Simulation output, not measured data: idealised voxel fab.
Name of the process module below: voxel self aligned contacts
For reference, the cross-section in this document is cut, with width 190 nm and square cells of 5 nm.
Cross-section format: a grid of square cells, given as bands from top to bottom; each band is one or more rows of cells.
Top, bottom (nm), then materials left to right with widths (nm); lone material tagged "all across" fills the whole band edge to edge; "air" = empty space.
Heights are expressed relative to 0, this being the level below which the as-received wafer comprises one material exclusively. The lowest band is unbounded in the downward direction and is denoted as in "from 0 down".
Note: "30->40" means the width goes from the first number (top row of the band) to the second number (bottom row) in equal steps per row of cells.
"everything unchanged" (step): cross-section cells unchanged, all of them.
Entry "Trapped cavities". Content: empty spaces with no open connection to the top, size 8 cells or greater. Each: width x height at distance. Distance: from left edge. Unit: nm.
Past the settings on a step's line: simulator remark, on that step.
The optional step-line setting "overlay nm" applies to steps with a mask and quantifies how far to the right of its planned location the mask lay, a negative value indicating leftward placement.

Listed below are the process steps as planned
1) op RECEIVE | material Si
2) op CONFORMAL_DEP | material SiO2 | thk nm 5
3) op DIRECTIONAL_DEP | material polySi | thk nm 20
4) op DIRECTIONAL_DEP | material SiN | thk nm 20
5) op DIRECTIONAL_DEP | material aC | thk nm 15
6) op PATTERN | tone cover | mask id GATE | material resist | width nm 25 | pitch nm 65 | thk nm 35 | overlay nm 0
7) op DIRECTIONAL_ETCH | etch materials aC | depth nm 15
8) op STRIP | etch materials resist
9) op DIRECTIONAL_ETCH | etch materials SiN | depth nm 20
10) op DIRECTIONAL_ETCH | etch materials polySi | depth nm 20
11) op STRIP | etch materials aC
12) op CONFORMAL_DEP | material SiN | thk nm 10
13) op DIRECTIONAL_ETCH | etch materials SiN | depth nm 10
14) op FILL_DEP | material SiO2 | thk nm 20
15) op CMP | height nm 55
16) op PATTERN | tone open | mask id CONTACT | material resist | width nm 50 | pitch nm 65 | thk nm 20 | overlay nm 0
17) op DIRECTIONAL_ETCH | etch materials SiO2 | depth nm 55
18) op STRIP | etch materials resist
19) op CONFORMAL_DEP | material TiN | thk nm 5
20) op FILL_DEP | material Ru | thk nm 5
21) op CMP | height nm 55
22) op CONFORMAL_DEP | material SiCN | thk nm 5

Cross-section of the wafer upon arrival, representing the state reached after step 1
    from 0 down: Si all across
    Trapped cavities: none

The first of two wafers, cross-sectioned at the end of the module, with the run proceeding as planned
    from 60 to 55: SiCN all across
    from 55 to 45: 35 of SiO2, then 5->20 of TiN, then 40->10 of Ru, then 5->20 of TiN, then 15 of SiO2, then 5->20 of TiN, then 40->10 of Ru, then 5->20 of TiN, then 40 of SiO2
    from 45 to 25: 5 of SiO2, then 45 of SiN, then 5 of TiN, then 10 of Ru, then 5 of TiN, then 45 of SiN, then 5 of TiN, then 10 of Ru, then 5 of TiN, then 45 of SiN, then 10 of SiO2
    from 25 to 5: 5 of SiO2, then 10 of SiN, then 25 of polySi, then 10 of SiN, then 5 of TiN, then 10 of Ru, then 5 of TiN, then 10 of SiN, then 25 of polySi, then 10 of SiN, then 5 of TiN, then 10 of Ru, then 5 of TiN, then 10 of SiN, then 25 of polySi, then 10 of SiN, then 10 of SiO2
    from 5 to 0: 50 of SiO2, then 20 of TiN, then 45 of SiO2, then 20 of TiN, then 55 of SiO2
    from 0 down: Si all across
    Trapped cavities: none

Same start, same plan as the first wafer - but one mistake in the run. Cross-section of the second of the two at the end of the module
    from 60 to 55: SiCN all across
    from 55 to 45: 35 of SiO2, then 5->20 of TiN, then 40->10 of Ru, then 5->20 of TiN, then 15 of SiO2, then 5->20 of TiN, then 40->10 of Ru, then 5->20 of TiN, then 40 of SiO2
    from 45 to 25: 5 of SiO2, then 45 of SiN, then 5 of TiN, then 10 of Ru, then 5 of TiN, then 45 of SiN, then 5 of TiN, then 10 of Ru, then 5 of TiN, then 45 of SiN, then 10 of SiO2
    from 25 to 20: 50 of SiO2, then 20 of TiN, then 45 of SiO2, then 20 of TiN, then 55 of SiO2
    from 20 to 0: polySi all across
    from 0 down: Si all across
    Trapped cavities: none
Plan not followed: note: step 2 <-> step 3, run order reversed vs plan
It is noted that, at the conclusion of processing, the second wafer exhibits a higher or lower cell count for certain materials relative to the first: Ru: 16 fewer | SiN: 48 fewer | SiO2: 12 fewer | TiN: 16 fewer | polySi: 92 more
